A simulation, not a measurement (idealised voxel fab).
Documented hereafter: the process module known as voxel transistor to metal.
We display cut, a cross-section 275 nm in width whose square cells are each 5 nm.
For the purposes of this document, a cross-section shall be understood as a grid of square cells, specified as bands listed in top-to-bottom order, each band consisting of one or more rows of cells.
It is stipulated that each band's entry specify, in nanometres, the height of the top of the band and then that of its bottom, followed by the materials of the band in left-to-right sequence, each together with its width in nanometres. A single material marked by the word "edge to edge" is understood to fill the band from edge to edge; the word "blank" is understood to denote empty space.
Ref level 0: as-received wafer is one material below here. Bottom band extends down with no lower bound ("top 0, no bottom").
Width "30..40": first value at the band's top row of cells, second value at its bottom row, equal change from row to row.
"nothing different" -> step changed no cross-section cell.
"Sealed void list" specifies each empty space that is not open to the top and that occupies no fewer than 8 cells, using the form width x height at distance, the distance measured from the left edge and all three quantities in nm.
Where a step's line continues beyond its settings, the continuation is a remark by the simulator itself on that step.
What "overlay nm" on a step's line means: if the step has a mask, that mask lay this far to the right of its planned place, or, when the value is negative, to the left.

Here's what the planned process steps look like:
1 op RECEIVE | material Si
2 op CONFORMAL_DEP | material SiO2 | thk nm 5
3 op CONFORMAL_DEP | material SiN | thk nm 15
4 op MASKED_ETCH | tone cover | mask id ACTIVE | width nm 105 | pitch nm 130 | etch materials SiN | depth nm 15 | overlay nm 0
5 op MASKED_ETCH | tone cover | mask id ACTIVE | width nm 105 | pitch nm 130 | etch materials SiO2 | depth nm 5 | overlay nm 0
6 op MASKED_ETCH | tone cover | mask id ACTIVE | width nm 105 | pitch nm 130 | etch materials Si | depth nm 25 | overlay nm 0
7 op FILL_DEP | material SiO2 | thk nm 5
8 op CMP | height nm 20
9 op SELECTIVE_ETCH | etch materials SiO2 | depth nm 10
10 op STRIP | etch materials SiN
11 op SELECTIVE_ETCH | etch materials SiO2 | depth nm 5
12 op OXIDIZE | depth nm 5
13 op DIRECTIONAL_DEP | material polySi | thk nm 25
14 op DIRECTIONAL_DEP | material SiCN | thk nm 10
15 op PATTERN | tone cover | mask id GATE | material resist | width nm 25 | pitch nm 130 | thk nm 20 | overlay nm 0
16 op DIRECTIONAL_ETCH | etch materials SiCN | depth nm 20
17 op DIRECTIONAL_ETCH | etch materials polySi | depth nm 35
18 op STRIP | etch materials resist
19 op CONFORMAL_DEP | material SiN | thk nm 5
20 op DIRECTIONAL_ETCH | etch materials SiN | depth nm 5
21 op DIRECTIONAL_ETCH | etch materials SiO2 | depth nm 5
22 op DIRECTIONAL_ETCH | etch materials Si | depth nm 5
23 op EPI | material nSi | thk nm 10
24 op FILL_DEP | material SiO2 | thk nm 10
25 op CMP | height nm 25
26 op STRIP | etch materials polySi
27 op SELECTIVE_ETCH | etch materials SiO2 | depth nm 5
28 op CONFORMAL_DEP | material HfO2 | thk nm 5
29 op CONFORMAL_DEP | material TiN | thk nm 5
30 op FILL_DEP | material W | thk nm 5
31 op CMP | height nm 20
32 op DIRECTIONAL_DEP | material SiO2 | thk nm 10
33 op PATTERN | tone open | mask id CONTACT | material resist | width nm 15 | thk nm 15 | overlay nm 0
34 op DIRECTIONAL_ETCH | etch materials SiO2 | depth nm 30
35 op STRIP | etch materials resist
36 op CONFORMAL_DEP | material TiN | thk nm 5
37 op FILL_DEP | material W | thk nm 5
38 op CMP | height nm 30
39 op CONFORMAL_DEP | material SiCN | thk nm 5
40 op DIRECTIONAL_DEP | material SiO2 | thk nm 15
41 op DIRECTIONAL_DEP | material aC | thk nm 15
42 op PATTERN | tone open | mask id METAL_1 | material resist | width nm 15 | thk nm 35 | overlay nm 0
43 op DIRECTIONAL_ETCH | etch materials aC | depth nm 15
44 op STRIP | etch materials resist
45 op DIRECTIONAL_ETCH | etch materials SiO2 | depth nm 15
46 op DIRECTIONAL_ETCH | etch materials SiCN | depth nm 5
47 op STRIP | etch materials aC
48 op CONFORMAL_DEP | material TiN | thk nm 5
49 op FILL_DEP | material W | thk nm 5
50 op CMP | height nm 50
51 op EPI | material Ru | thk nm 5
52 op FILL_DEP | material SiCN | thk nm 5

As received (post step 1): cross-section:
> top 0, no bottom | Si edge to edge
> Sealed void list: none

End-of-module cross-section of the first of two wafers, processed as planned:
> top 60, bottom 55 | SiCN edge to edge
> top 55, bottom 50 | SiCN 25 nm | Ru 25 nm | SiCN 45 nm | Ru 25 nm | SiCN 35 nm | Ru 25 nm | SiCN 45 nm | Ru 25 nm | SiCN 25 nm
> top 50, bottom 35 | SiO2 30 nm | TiN 5 nm | W 5 nm | TiN 5 nm | SiO2 55 nm | TiN 5 nm | W 5 nm | TiN 5 nm | SiO2 45 nm | TiN 5 nm | W 5 nm | TiN 5 nm | SiO2 55 nm | TiN 5 nm | W 5 nm | TiN 5 nm | SiO2 30 nm
> top 35, bottom 30 | SiCN 30 nm | TiN 15 nm | SiCN 55 nm | TiN 15 nm | SiCN 45 nm | TiN 15 nm | SiCN 55 nm | TiN 15 nm | SiCN 30 nm
> top 30, bottom 20 | SiO2 30 nm | TiN 5 nm | W 5 nm | TiN 5 nm | SiO2 55 nm | TiN 5 nm | W 5 nm | TiN 5 nm | SiO2 45 nm | TiN 5 nm | W 5 nm | TiN 5 nm | SiO2 55 nm | TiN 5 nm | W 5 nm | TiN 5 nm | SiO2 30 nm
> top 20, bottom 5 | SiO2 30 nm | TiN 5 nm | W 5 nm | TiN 5 nm | SiO2 10 nm | SiN 5 nm | HfO2 5 nm | TiN 5 nm | W 5 nm | TiN 5 nm | HfO2 5 nm | SiN 5 nm | SiO2 10 nm | TiN 5 nm | W 5 nm | TiN 5 nm | SiO2 45 nm | TiN 5 nm | W 5 nm | TiN 5 nm | SiO2 10 nm | SiN 5 nm | HfO2 5 nm | TiN 5 nm | W 5 nm | TiN 5 nm | HfO2 5 nm | SiN 5 nm | SiO2 10 nm | TiN 5 nm | W 5 nm | TiN 5 nm | SiO2 30 nm
> top 5, bottom 0 | SiO2 15 nm | SiN 5 nm | SiO2 10 nm | TiN 15 nm | nSi 10 nm | SiN 5 nm | HfO2 5 nm | TiN 15 nm | HfO2 5 nm | SiN 5 nm | nSi 10 nm | TiN 15 nm | SiO2 10 nm | SiN 5 nm | SiO2 15 nm | SiN 5 nm | SiO2 10 nm | TiN 15 nm | nSi 10 nm | SiN 5 nm | HfO2 5 nm | TiN 15 nm | HfO2 5 nm | SiN 5 nm | nSi 10 nm | TiN 15 nm | SiO2 10 nm | SiN 5 nm | SiO2 15 nm
> top 0, bottom -5 | SiO2 20 nm | nSi 35 nm | HfO2 35 nm | nSi 35 nm | SiO2 25 nm | nSi 35 nm | HfO2 35 nm | nSi 35 nm | SiO2 20 nm
> top -5, bottom -10 | SiO2 20 nm | nSi 35 nm | Si 35 nm | nSi 35 nm | SiO2 25 nm | nSi 35 nm | Si 35 nm | nSi 35 nm | SiO2 20 nm
> top -10, bottom -25 | SiO2 20 nm | Si 105 nm | SiO2 25 nm | Si 105 nm | SiO2 20 nm
> top -25, no bottom | Si edge to edge
> Sealed void list: none

Cross-section, wafer two of two, end of module: same start and plan as wafer one, one error in execution:
> top 60, bottom 55 | SiCN edge to edge
> top 55, bottom 50 | SiCN 25 nm | Ru 25 nm | SiCN 45 nm | Ru 25 nm | SiCN 35 nm | Ru 25 nm | SiCN 45 nm | Ru 25 nm | SiCN 25 nm
> top 50, bottom 35 | SiO2 30 nm | TiN 5 nm | W 5 nm | TiN 5 nm | SiO2 55 nm | TiN 5 nm | W 5 nm | TiN 5 nm | SiO2 45 nm | TiN 5 nm | W 5 nm | TiN 5 nm | SiO2 55 nm | TiN 5 nm | W 5 nm | TiN 5 nm | SiO2 30 nm
> top 35, bottom 30 | SiCN 30 nm | TiN 15 nm | SiCN 55 nm | TiN 15 nm | SiCN 45 nm | TiN 15 nm | SiCN 55 nm | TiN 15 nm | SiCN 30 nm
> top 30, bottom 20 | SiO2 30 nm | Ru 5 nm | W 5 nm | Ru 5 nm | SiO2 55 nm | Ru 5 nm | W 5 nm | Ru 5 nm | SiO2 45 nm | Ru 5 nm | W 5 nm | Ru 5 nm | SiO2 55 nm | Ru 5 nm | W 5 nm | Ru 5 nm | SiO2 30 nm
> top 20, bottom 5 | SiO2 30 nm | Ru 5 nm | W 5 nm | Ru 5 nm | SiO2 10 nm | SiN 5 nm | HfO2 5 nm | TiN 5 nm | W 5 nm | TiN 5 nm | HfO2 5 nm | SiN 5 nm | SiO2 10 nm | Ru 5 nm | W 5 nm | Ru 5 nm | SiO2 45 nm | Ru 5 nm | W 5 nm | Ru 5 nm | SiO2 10 nm | SiN 5 nm | HfO2 5 nm | TiN 5 nm | W 5 nm | TiN 5 nm | HfO2 5 nm | SiN 5 nm | SiO2 10 nm | Ru 5 nm | W 5 nm | Ru 5 nm | SiO2 30 nm
> top 5, bottom 0 | SiO2 15 nm | SiN 5 nm | SiO2 10 nm | Ru 15 nm | nSi 10 nm | SiN 5 nm | HfO2 5 nm | TiN 15 nm | HfO2 5 nm | SiN 5 nm | nSi 10 nm | Ru 15 nm | SiO2 10 nm | SiN 5 nm | SiO2 15 nm | SiN 5 nm | SiO2 10 nm | Ru 15 nm | nSi 10 nm | SiN 5 nm | HfO2 5 nm | TiN 15 nm | HfO2 5 nm | SiN 5 nm | nSi 10 nm | Ru 15 nm | SiO2 10 nm | SiN 5 nm | SiO2 15 nm
> top 0, bottom -5 | SiO2 20 nm | nSi 35 nm | HfO2 35 nm | nSi 35 nm | SiO2 25 nm | nSi 35 nm | HfO2 35 nm | nSi 35 nm | SiO2 20 nm
> top -5, bottom -10 | SiO2 20 nm | nSi 35 nm | Si 35 nm | nSi 35 nm | SiO2 25 nm | nSi 35 nm | Si 35 nm | nSi 35 nm | SiO2 20 nm
> top -10, bottom -25 | SiO2 20 nm | Si 105 nm | SiO2 25 nm | Si 105 nm | SiO2 20 nm
> top -25, no bottom | Si edge to edge
> Sealed void list: none
Error vs. plan: it should be noted that step 36 was executed with settings other than those planned, the operation and settings actually applied being op CONFORMAL_DEP | material Ru | thk nm 5
Count the cells at the end and the second wafer has more or fewer of some materials than the first: +52 Ru; -52 TiN
